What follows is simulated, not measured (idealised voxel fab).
The process module presented herein is designated voxel capacitor over wiring.
140 nm wide, 5 nm square cells: that's cross-section cut.
If you're reading a cross-section in this doc, picture square cells in a grid; it comes to you as bands, top ones listed first down to the bottom, and a band can be one or more rows of cells. Heads up on the band format: heights come first, top then bottom, in nm. After that it's the materials left to right, each with its width in nm. A single material flagged "all across" fills the whole band edge to edge, and "empty" means there's empty space there. Height reference: 0 = level under which incoming wafer is all one material. Lowest band: no bottom, runs on downward, e.g. "0 nm and below". The notation "30..40" denotes a width that varies across the rows of cells in the band, beginning at the first number in the top row, finishing at the second number in the bottom row, and changing by an identical amount from each row to the next. The cross-section has no changed cell in any step marked "stayed the same". Under "Sealed void listing" you'll find the enclosed gaps, the ones with no way out to the top, that are 8 cells or bigger; each reads width x height at distance, with distance counted from the left edge, everything in nm. On a step's line, text after the settings is the simulator commenting on that step. "overlay nm" answers the question of how far to the right of plan the mask lay on a step that has a mask, and when it is negative the answer is to the left.
[Planned process steps]
step 1: RECEIVE,material Si
step 2: CONFORMAL_DEP,material SiO2,thk nm 10
step 3: CONFORMAL_DEP,material SiN,thk nm 5
step 4: DIRECTIONAL_DEP,material lowk,thk nm 20
step 5: MASKED_ETCH,tone open,mask id METAL_1,width nm 20,pitch nm 85,etch materials lowk,depth nm 20,overlay nm 0
step 6: MASKED_ETCH,tone open,mask id METAL_1,width nm 20,pitch nm 85,etch materials SiN,depth nm 5,overlay nm 0
step 7: CONFORMAL_DEP,material TiN,thk nm 5
step 8: FILL_DEP,material Ru,thk nm 10
step 9: CMP,height nm 35
step 10: CONFORMAL_DEP,material SiCN,thk nm 5
step 11: DIRECTIONAL_DEP,material SiO2,thk nm 10
step 12: MASKED_ETCH,tone open,mask id PLUG_1,width nm 15,etch materials SiO2,depth nm 10,overlay nm 0
step 13: MASKED_ETCH,tone open,mask id PLUG_1,width nm 15,etch materials SiCN,depth nm 5,overlay nm 0
step 14: EPI,material Ru,thk nm 10
step 15: EPI,material Ru,thk nm 5
step 16: DIRECTIONAL_DEP,material TiN,thk nm 5
step 17: DIRECTIONAL_DEP,material SiN,thk nm 5
step 18: DIRECTIONAL_DEP,material TiN,thk nm 10
step 19: DIRECTIONAL_DEP,material aC,thk nm 10
step 20: PATTERN,tone cover,mask id UPPER_PLATE,material resist,width nm 70,thk nm 30,overlay nm 0
step 21: DIRECTIONAL_ETCH,etch materials aC,depth nm 10
step 22: STRIP,etch materials resist
step 23: DIRECTIONAL_ETCH,etch materials TiN,depth nm 10
step 24: DIRECTIONAL_ETCH,etch materials SiN,depth nm 5
step 25: STRIP,etch materials aC
step 26: DIRECTIONAL_DEP,material aC,thk nm 15
step 27: PATTERN,tone cover,mask id LOWER_PLATE,material resist,width nm 80,thk nm 35,overlay nm 0
step 28: DIRECTIONAL_ETCH,etch materials aC,depth nm 15
step 29: STRIP,etch materials resist
step 30: DIRECTIONAL_ETCH,etch materials TiN,depth nm 5
step 31: STRIP,etch materials aC
step 32: FILL_DEP,material SiO2,thk nm 15
step 33: CMP,height nm 80
step 34: PATTERN,tone open,mask id PLUG_2,material resist,width nm 15,thk nm 15,overlay nm 0
step 35: DIRECTIONAL_ETCH,etch materials SiO2,depth nm 10
step 36: STRIP,etch materials resist
step 37: CONFORMAL_DEP,material TiN,thk nm 5
step 38: FILL_DEP,material Cu,thk nm 10
step 39: CMP,height nm 80
step 40: CONFORMAL_DEP,material SiN,thk nm 5
[Incoming wafer, cross-sectional view, post step 1]
0 nm and below = Si all across
Sealed void listing: none
[Here's the cross-section of the first of our two wafers at the end of the module - it ran as planned]
85 nm to 80 nm = SiN all across
80 nm to 75 nm = 30 SiO2, then 5 TiN, then 5 Cu, then 5 TiN, then 95 SiO2
75 nm to 70 nm = 30 SiO2, then 15 TiN, then 95 SiO2
70 nm to 60 nm = 20 SiO2, then 70 TiN, then 50 SiO2
60 nm to 55 nm = 20 SiO2, then 70 SiN, then 50 SiO2
55 nm to 50 nm = 15 SiO2, then 80 TiN, then 45 SiO2
50 nm to 40 nm = 20 SiO2, then 15 Ru, then 105 SiO2
40 nm to 35 nm = 20 SiCN, then 15 Ru, then 105 SiCN
35 nm to 15 nm = 15 lowk, then 5 TiN, then 10 Ru, then 5 TiN, then 65 lowk, then 5 TiN, then 10 Ru, then 5 TiN, then 20 lowk
15 nm to 10 nm = 15 SiN, then 20 TiN, then 65 SiN, then 20 TiN, then 20 SiN
10 nm to 0 nm = SiO2 all across
0 nm and below = Si all across
Sealed void listing: none
[Second wafer through the module, sectioned at the end: same beginning and same plan as the first wafer, with one mistake in carrying it out]
85 nm to 80 nm = SiN all across
80 nm to 75 nm = 30 SiO2, then 15 TiN, then 95 SiO2
75 nm to 65 nm = 20 SiO2, then 70 TiN, then 50 SiO2
65 nm to 60 nm = 15 SiO2, then 80 TiN, then 45 SiO2
60 nm to 55 nm = SiN all across
55 nm to 50 nm = TiN all across
50 nm to 40 nm = 20 SiO2, then 15 Ru, then 105 SiO2
40 nm to 35 nm = 20 SiCN, then 15 Ru, then 105 SiCN
35 nm to 15 nm = 15 lowk, then 5 TiN, then 10 Ru, then 5 TiN, then 65 lowk, then 5 TiN, then 10 Ru, then 5 TiN, then 20 lowk
15 nm to 10 nm = 15 SiN, then 20 TiN, then 65 SiN, then 20 TiN, then 20 SiN
10 nm to 0 nm = SiO2 all across
0 nm and below = Si all across
Sealed void listing: none
Deviation from plan: step 18 was processed under conditions differing from the plan, specifically as DIRECTIONAL_DEP,material TiN,thk nm 15
Counted in cells at the end, the second wafer holds more or fewer of these materials than the first: Cu: 1 fewer; SiN: 14 more; SiO2: 39 fewer; TiN: 26 more
